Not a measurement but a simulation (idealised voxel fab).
This section sets out a process module, namely voxel self aligned contacts.
The width of the displayed cross-section, cut, is 290 nm; its cells are square, with a size of 5 nm.
Cross-section spec: square-cell grid; bands listed top down; each band is one or more rows. Heads up on the band format: heights come first, top then bottom, in nm. After that it's the materials left to right, each with its width in nm. A single material flagged "full width" fills the whole band edge to edge, and "air" means there's empty space there. All heights in this document are referenced to 0, defined as the level beneath which the wafer, as received, consists entirely of one material. The lowest band is not bounded below; it extends indefinitely downward and is written in the form "0 and below". Read "30 to 40" as a graded width: first number on top, second number at the bottom, same change between each pair of neighbouring rows. What does "nothing was modified" mean for a step? It means no cell of the cross-section changed in that step. Closed void catalog: empty space of 8 cells or more with no open way to the top, each as width x height at its distance from the left edge, in nm. after a step's settings: what the simulator itself notes on the step. overlay nm: right-of-plan distance of the mask on a masked step; negative values mean left-of-plan.

-- List of planned process steps
1) RECEIVE | material Si
2) OXIDIZE | depth nm 5
3) DIRECTIONAL_DEP | material polySi | thk nm 20
4) DIRECTIONAL_DEP | material SiN | thk nm 20
5) DIRECTIONAL_DEP | material aC | thk nm 15
6) PATTERN | tone cover | mask id GATE | material resist | width nm 30 | pitch nm 70 | thk nm 30 | overlay nm 0
7) DIRECTIONAL_ETCH | etch materials aC | depth nm 15
8) STRIP | etch materials resist
9) DIRECTIONAL_ETCH | etch materials SiN | depth nm 20
10) DIRECTIONAL_ETCH | etch materials polySi | depth nm 20
11) STRIP | etch materials aC
12) CONFORMAL_DEP | material SiN | thk nm 10
13) DIRECTIONAL_ETCH | etch materials SiN | depth nm 10
14) FILL_DEP | material SiO2 | thk nm 20
15) CMP | height nm 50
16) DIRECTIONAL_DEP | material aC | thk nm 15
17) PATTERN | tone open | mask id CONTACT | material resist | width nm 50 | thk nm 30 | overlay nm 0
18) DIRECTIONAL_ETCH | etch materials aC | depth nm 15
19) STRIP | etch materials resist
20) DIRECTIONAL_ETCH | etch materials SiO2 | depth nm 55
21) STRIP | etch materials aC
22) CONFORMAL_DEP | material TiN | thk nm 5
23) FILL_DEP | material Ru | thk nm 10
24) CMP | height nm 50
25) CONFORMAL_DEP | material SiN | thk nm 5

-- Wafer cross-section on receipt, i.e. after step 1
> 0 and below  Si full width
> Closed void catalog: none

-- Looking at the first of two wafers in cross-section at end of module - ran to plan
> 55 down to 50  SiN full width
> 50 down to 40  120 nm SiO2  5 to 20 nm TiN  40 to 10 nm Ru  5 to 20 nm TiN  120 nm SiO2
> 40 down to 20  85 nm SiO2  50 nm SiN  5 nm TiN  10 nm Ru  5 nm TiN  50 nm SiN  85 nm SiO2
> 20 down to 0  85 nm SiO2  10 nm SiN  30 nm polySi  10 nm SiN  5 nm TiN  10 nm Ru  5 nm TiN  10 nm SiN  30 nm polySi  10 nm SiN  85 nm SiO2
> 0 down to -5  135 nm SiO2  20 nm TiN  135 nm SiO2
> -5 and below  Si full width
> Closed void catalog: none

-- Cross-sectional view of the second of two wafers upon completion of the module. This wafer shared its starting condition and process plan with the first; one error was made during its execution
> 55 down to 50  SiN full width
> 50 down to 45  85 nm SiO2  50 nm SiN  5 nm TiN  10 nm Ru  5 nm TiN  50 nm SiN  85 nm SiO2
> 45 down to 40  85 nm SiO2  50 nm SiN  20 nm TiN  50 nm SiN  85 nm SiO2
> 40 down to 20  SiN full width
> 20 down to 0  polySi full width
> 0 down to -5  SiO2 full width
> -5 and below  Si full width
> Closed void catalog: none
It is concluded that the wafer was processed incorrectly with respect to the plan, in that yeah, plan step 4 got run twice
Count the cells at the end and the second wafer has more or fewer of some materials than the first: Ru -24; SiN +160; SiO2 -296; TiN -24; polySi +184
